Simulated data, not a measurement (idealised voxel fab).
Presented below is a process module, voxel transistor to metal.
For reference, the cross-section in this document is cut, with width 210 nm and square cells of 5 nm.
Cross-section = grid of square cells, listed top down in bands; band = one or more rows. Heights first: top, then bottom, in nm. Then materials, left to right, each with a width in nm. "all across" on a single material: fills the band edge to edge. "empty": empty space. Convention: height 0 is the level below which the wafer, as received, is all one material. The lowest band does not terminate at the bottom but continues downward, represented as "0 down". A width such as "30 to 40" changes by the same amount from each row of cells to the next, from the band's top row to its bottom row. "remains unaltered" (step): cross-section cells unchanged, all of them. Basically, "Closed void listing" tells you about the enclosed voids: empty spaces with no open way to the top, 8 cells or bigger, each written width x height at distance, where distance is from the left edge, all in nm. Post-settings text on a step line: simulator's own remark regarding the step. overlay nm: mask right of planned place by this much (step with mask). Neg. = left.
# Steps planned for the process
step 1: RECEIVE,material Si
step 2: CONFORMAL_DEP,material SiO2,thk nm 5
step 3: CONFORMAL_DEP,material SiN,thk nm 15
step 4: DIRECTIONAL_DEP,material aC,thk nm 10
step 5: PATTERN,tone cover,mask id ACTIVE,material resist,width nm 85,thk nm 30,overlay nm 0
step 6: DIRECTIONAL_ETCH,etch materials aC,depth nm 10
step 7: STRIP,etch materials resist
step 8: DIRECTIONAL_ETCH,etch materials SiN,depth nm 15
step 9: DIRECTIONAL_ETCH,etch materials SiO2,depth nm 5
step 10: DIRECTIONAL_ETCH,etch materials Si,depth nm 25
step 11: STRIP,etch materials aC
step 12: OXIDIZE,depth nm 5
step 13: FILL_DEP,material SiO2,thk nm 15
step 14: CMP,height nm 20
step 15: SELECTIVE_ETCH,etch materials SiO2,depth nm 5
step 16: STRIP,etch materials SiN
step 17: SELECTIVE_ETCH,etch materials SiO2,depth nm 5
step 18: OXIDIZE,depth nm 5
step 19: DIRECTIONAL_DEP,material polySi,thk nm 20
step 20: DIRECTIONAL_DEP,material SiCN,thk nm 15
step 21: MASKED_ETCH,tone cover,mask id GATE,width nm 15,etch materials SiCN,depth nm 25,overlay nm 0
step 22: MASKED_ETCH,tone cover,mask id GATE,width nm 15,etch materials polySi,depth nm 30,overlay nm 0
step 23: CONFORMAL_DEP,material SiO2,thk nm 5
step 24: DIRECTIONAL_ETCH,etch materials SiO2,depth nm 5
step 25: CONFORMAL_DEP,material SiN,thk nm 5
step 26: DIRECTIONAL_ETCH,etch materials SiN,depth nm 5
step 27: DIRECTIONAL_ETCH,etch materials SiO2,depth nm 5
step 28: DIRECTIONAL_ETCH,etch materials Si,depth nm 5
step 29: EPI,material pSi,thk nm 10
step 30: FILL_DEP,material SiO2,thk nm 5
step 31: CMP,height nm 35
step 32: DIRECTIONAL_DEP,material SiO2,thk nm 15
step 33: PATTERN,tone open,mask id CONTACT,material resist,width nm 25,pitch nm 50,thk nm 15,overlay nm 0
step 34: DIRECTIONAL_ETCH,etch materials SiO2,depth nm 50
step 35: STRIP,etch materials resist
step 36: CONFORMAL_DEP,material TiN,thk nm 5
step 37: FILL_DEP,material Ru,thk nm 10
step 38: CMP,height nm 50
step 39: CONFORMAL_DEP,material SiCN,thk nm 5
step 40: DIRECTIONAL_DEP,material lowk,thk nm 15
step 41: DIRECTIONAL_DEP,material aC,thk nm 15
step 42: PATTERN,tone open,mask id METAL_1,material resist,width nm 15,pitch nm 60,thk nm 30,overlay nm 0
step 43: DIRECTIONAL_ETCH,etch materials aC,depth nm 15
step 44: STRIP,etch materials resist
step 45: DIRECTIONAL_ETCH,etch materials lowk,depth nm 15
step 46: DIRECTIONAL_ETCH,etch materials SiCN,depth nm 5
step 47: STRIP,etch materials aC
step 48: CONFORMAL_DEP,material TiN,thk nm 5
step 49: FILL_DEP,material Ru,thk nm 10
step 50: CMP,height nm 70
step 51: CONFORMAL_DEP,material SiCN,thk nm 5
step 52: DIRECTIONAL_DEP,material SiO2,thk nm 35
step 53: DIRECTIONAL_DEP,material aC,thk nm 15
step 54: PATTERN,tone open,mask id METAL_2,material resist,width nm 15,pitch nm 60,thk nm 35,overlay nm 0
step 55: DIRECTIONAL_ETCH,etch materials aC,depth nm 15
step 56: STRIP,etch materials resist
step 57: DIRECTIONAL_ETCH,etch materials SiO2,depth nm 20
step 58: STRIP,etch materials aC
step 59: MASKED_ETCH,tone open,mask id METAL_2_HOLES,width nm 15,pitch nm 60,etch materials SiO2,depth nm 15,overlay nm 0
step 60: MASKED_ETCH,tone open,mask id METAL_2_HOLES,width nm 15,pitch nm 60,etch materials SiCN,depth nm 5,overlay nm 0
step 61: CONFORMAL_DEP,material TiN,thk nm 5
step 62: FILL_DEP,material Cu,thk nm 5
step 63: CMP,height nm 110
step 64: CONFORMAL_DEP,material SiN,thk nm 5
# As-received wafer cross-section (after step 1)
  0 down | Si all across
  Closed void listing: none
# This is how the wafer looks in cross-section once the module is done, given the starting state and plan above and one mistake in carrying the plan out
  115 to 110 | SiN all across
  110 to 100 | SiO2 65 | TiN 5 | Cu 10 | TiN 5 | SiO2 40 | TiN 5 | Cu 10 | TiN 5 | SiO2 65
  100 to 95 | SiO2 65 | TiN 10 | Cu 5 | TiN 5 | SiO2 40 | TiN 10 | Cu 5 | TiN 5 | SiO2 65
  95 to 90 | SiO2 70 | TiN 15 | SiO2 45 | TiN 15 | SiO2 65
  90 to 75 | SiO2 70 | TiN 10 | SiO2 50 | TiN 10 | SiO2 70
  75 to 70 | SiCN 70 | TiN 10 | SiCN 50 | TiN 10 | SiCN 70
  70 to 55 | lowk 65 | TiN 5 | Ru 5 | TiN 5 | lowk 45 | TiN 5 | Ru 5 | TiN 5 | lowk 70
  55 to 50 | SiCN 65 | TiN 15 | SiCN 45 | TiN 15 | SiCN 70
  50 to 40 | SiO2 65 | TiN 5 | Ru 15 | TiN 5 | SiO2 25 | TiN 5 | Ru 15 | TiN 5 | SiO2 70
  40 to 35 | SiO2 65 | TiN 5 | Ru 10 | TiN 10 | SiO2 25 | TiN 10 | Ru 10 | TiN 5 | SiO2 70
  35 to 20 | SiO2 65 | TiN 5 | Ru 10 | TiN 5 | SiN 5 | SiO2 5 | SiCN 15 | SiO2 5 | SiN 5 | TiN 5 | Ru 10 | TiN 5 | SiO2 70
  20 to 10 | SiO2 65 | TiN 5 | Ru 10 | TiN 5 | SiN 5 | SiO2 5 | polySi 15 | SiO2 5 | SiN 5 | TiN 5 | Ru 10 | TiN 5 | SiO2 70
  10 to 5 | SiO2 60 | SiN 5 | TiN 20 | SiN 5 | SiO2 5 | polySi 15 | SiO2 5 | SiN 5 | TiN 20 | SiN 5 | SiO2 65
  5 to 0 | SiO2 60 | SiN 5 | TiN 10 | pSi 10 | SiN 5 | SiO2 5 | polySi 15 | SiO2 5 | SiN 5 | pSi 10 | TiN 10 | SiN 5 | SiO2 65
  0 to -5 | SiO2 65 | pSi 20 | SiO2 35 | pSi 20 | SiO2 70
  -5 to -10 | SiO2 65 | pSi 20 | Si 35 | pSi 20 | SiO2 70
  -10 to -30 | SiO2 65 | Si 75 | SiO2 70
  -30 down | Si all across
  Closed void listing: none
The plan and the run diverged here: for step 54, the planned setting was not used; the step was instead run as PATTERN,tone open,mask id METAL_2,material resist,width nm 15,pitch nm 60,thk nm 35,overlay nm 5
